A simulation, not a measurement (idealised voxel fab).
Title: Process Module voxel fin reveal
Square cells of 5 nm make up the cross-section cut, whose width is 215 nm.
Reading order for cross-sections: top band down to bottom band. Underlying form: a grid of square cells. Band size: one or more rows of cells. Within each band entry, the heights of the top and of the bottom of the band appear first, in that order and in nm; the materials of the band then follow from left to right, each with its corresponding width in nm. The designation "everywhere" on a single material indicates that it fills the band from edge to edge; the designation "blank" indicates empty space. Height datum 0, below which the as-received substrate wafer is one material. Lowest band open at the bottom, running downward: "0..down". A two-number width, for instance "30->40", indicates that the width is equal to the first number in the top row of the band and to the second number in the bottom row, and that it changes by a constant amount per row of cells. "no alteration" -> step changed no cross-section cell. "Fully sealed cavities" contains a list of empty spaces, each no smaller than 8 cells and without an open way to the top, written in the form width x height at distance with the distance from the left edge and all three in nm. On each step's line, the part that comes after the settings is the simulator's own comment on the step. A step line may carry the setting "overlay nm", which, for steps involving a mask, states the distance by which the mask lay to the right of its intended position; negative values denote displacement to the left.
## The following list gives the planned process steps
1,RECEIVE (material Si)
2,CONFORMAL_DEP (material SiN; thk nm 10)
3,MASKED_ETCH (tone cover; mask id FINS; width nm 15; pitch nm 35; etch materials SiN; depth nm 10; overlay nm 0)
4,MASKED_ETCH (tone cover; mask id FINS; width nm 15; pitch nm 35; etch materials Si; depth nm 35; overlay nm -15)
5,FILL_DEP (material SiO2; thk nm 10)
6,CMP (height nm 10)
7,SELECTIVE_ETCH (etch materials SiO2; depth nm 20)
8,STRIP (etch materials SiN)
9,CONFORMAL_DEP (material SiO2; thk nm 5)
What sets these wafers apart? The overlay nm at step 4. They all start alike, and the plan carries the first wafer's value.
## As-received cross-section, first of several wafers, post step 1
0..down | Si everywhere
Fully sealed cavities: none
## Wafer cross-section (first of several) - module end, post step 9 (last step)
5..0 | blank (60), SiO2 (75), blank (80)
0..-5 | blank (60), SiO2 (5), Si (30), SiO2 (5), Si (30), SiO2 (5), blank (80)
-5..-35 | SiO2 (65), Si (30), SiO2 (5), Si (30), SiO2 (85)
-35..down | Si everywhere
Fully sealed cavities: none
## Cross-section, last wafer, module completion
5..0 | blank (75), SiO2 (75), blank (65)
0..-5 | blank (75), SiO2 (5), Si (30), SiO2 (5), Si (30), SiO2 (5), blank (65)
-5..-35 | SiO2 (80), Si (30), SiO2 (5), Si (30), SiO2 (70)
-35..down | Si everywhere
Fully sealed cavities: none
## End of module, by wafer: material-by-material cell gain (+) or loss (-) since receipt, then closed voids
overlay nm -15; -217 Si; +204 SiO2; Fully sealed cavities: none
overlay nm -10; -231 Si; +216 SiO2; Fully sealed cavities: none
overlay nm -5; -245 Si; +226 SiO2; Fully sealed cavities: none
overlay nm 0; -259 Si; +236 SiO2; Fully sealed cavities: none
overlay nm 5; -245 Si; +226 SiO2; Fully sealed cavities: none
overlay nm 10; -231 Si; +216 SiO2; Fully sealed cavities: none
overlay nm 15; -217 Si; +204 SiO2; Fully sealed cavities: none
